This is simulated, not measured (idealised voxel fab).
Process module heading - voxel capacitor over wiring
The figure presents cross-section cut, which has a width of 245 nm and is divided into square cells with an edge length of 5 nm.
This document writes a cross-section as a grid whose cells are square, and gives it as bands, listed from the top down; one or more rows of cells form a band. This entry defines a band. It first specifies the height of the band's top and the height of its bottom in nm, and then specifies the band's materials from left to right, stating each material with its width in nm. The word "everywhere" identifies a single material that fills the band from edge to edge, while the word "air" identifies empty space. Basically, 0 is our baseline, since under it the wafer straight out of the box is all one material. The bottom band has no lower end and keeps on going down, so it looks like "0 nm and below". A two-number width, for instance "30 to 40", indicates that the width is equal to the first number in the top row of the band and to the second number in the bottom row, and that it changes by a constant amount per row of cells. The cross-section has no changed cell in any step marked "everything unchanged". "Closed internal voids" lists enclosed empty spaces (at least 8 cells, no open path upward to the top), each as width x height at distance from the left edge, in nm. If you see something after the settings on a step's line, that's the simulator's own remark about that step. The optional step-line setting "overlay nm" applies to steps with a mask and quantifies how far to the right of its planned location the mask lay, a negative value indicating leftward placement.

**The process steps that were planned are listed below**
step 1: RECEIVE | material Si
step 2: CONFORMAL_DEP | material SiO2 | thk nm 10
step 3: DIRECTIONAL_DEP | material TiN | thk nm 5
step 4: DIRECTIONAL_DEP | material Ru | thk nm 15
step 5: PATTERN | tone cover | mask id METAL_1 | material resist | width nm 20 | pitch nm 85 | thk nm 20 | overlay nm 0
step 6: DIRECTIONAL_ETCH | etch materials Ru | depth nm 15
step 7: DIRECTIONAL_ETCH | etch materials TiN | depth nm 5
step 8: STRIP | etch materials resist
step 9: CONFORMAL_DEP | material SiN | thk nm 5
step 10: FILL_DEP | material SiO2 | thk nm 10
step 11: CMP | height nm 30
step 12: CONFORMAL_DEP | material SiCN | thk nm 5
step 13: DIRECTIONAL_DEP | material SiO2 | thk nm 15
step 14: DIRECTIONAL_DEP | material aC | thk nm 10
step 15: PATTERN | tone open | mask id PLUG_1 | material resist | width nm 15 | thk nm 25 | overlay nm 0
step 16: DIRECTIONAL_ETCH | etch materials aC | depth nm 10
step 17: STRIP | etch materials resist
step 18: DIRECTIONAL_ETCH | etch materials SiO2 | depth nm 15
step 19: DIRECTIONAL_ETCH | etch materials SiCN | depth nm 5
step 20: STRIP | etch materials aC
step 21: EPI | material Ru | thk nm 10
step 22: EPI | material Ru | thk nm 10
step 23: DIRECTIONAL_DEP | material TiN | thk nm 10
step 24: DIRECTIONAL_DEP | material SiN | thk nm 5
step 25: DIRECTIONAL_DEP | material TiN | thk nm 10
step 26: PATTERN | tone cover | mask id UPPER_PLATE | material resist | width nm 70 | thk nm 15 | overlay nm 0
step 27: DIRECTIONAL_ETCH | etch materials TiN | depth nm 10
step 28: DIRECTIONAL_ETCH | etch materials SiN | depth nm 5
step 29: STRIP | etch materials resist
step 30: PATTERN | tone cover | mask id LOWER_PLATE | material resist | width nm 80 | thk nm 15 | overlay nm 0
step 31: DIRECTIONAL_ETCH | etch materials TiN | depth nm 10
step 32: STRIP | etch materials resist
step 33: FILL_DEP | material SiO2 | thk nm 20
step 34: CMP | height nm 90
step 35: PATTERN | tone open | mask id PLUG_2 | material resist | width nm 15 | thk nm 15 | overlay nm 0
step 36: DIRECTIONAL_ETCH | etch materials SiO2 | depth nm 15
step 37: STRIP | etch materials resist
step 38: CONFORMAL_DEP | material TiN | thk nm 5
step 39: FILL_DEP | material W | thk nm 10
step 40: CMP | height nm 90
step 41: CONFORMAL_DEP | material SiN | thk nm 5

**So this is the incoming wafer in cross-section - it's already been through step 1**
- 0 nm and below  Si everywhere
- Closed internal voids: none

**Module complete, cross-section. Starting point and plan per above. One mistake made in running the module**
- 95 nm to 90 nm  SiN everywhere
- 90 nm to 80 nm  85 SiO2; 5 TiN; 5 W; 5 TiN; 145 SiO2
- 80 nm to 75 nm  85 SiO2; 15 TiN; 145 SiO2
- 75 nm to 65 nm  90 SiO2; 55 TiN; 100 SiO2
- 65 nm to 60 nm  90 SiO2; 55 SiN; 100 SiO2
- 60 nm to 55 nm  70 SiO2; 5 TiN; 15 SiO2; 60 TiN; 95 SiO2
- 55 nm to 45 nm  70 to 75 SiO2; 80 to 15 TiN; 95 to 155 SiO2
- 45 nm to 40 nm  75 SiO2; 15 SiN; 155 SiO2
- 40 nm to 35 nm  75 SiO2; 15 TiN; 155 SiO2
- 35 nm to 30 nm  75 SiCN; 15 TiN; 155 SiCN
- 30 nm to 15 nm  70 Ru; 5 SiN; 10 SiO2; 5 SiN; 65 Ru; 5 SiN; 10 SiO2; 5 SiN; 70 Ru
- 15 nm to 10 nm  70 TiN; 20 SiN; 65 TiN; 20 SiN; 70 TiN
- 10 nm to 0 nm  SiO2 everywhere
- 0 nm and below  Si everywhere
- Closed internal voids: none
Diagnosis: rather than as planned, step 5 actually ran as PATTERN | tone open | mask id METAL_1 | material resist | width nm 20 | pitch nm 85 | thk nm 20 | overlay nm 0
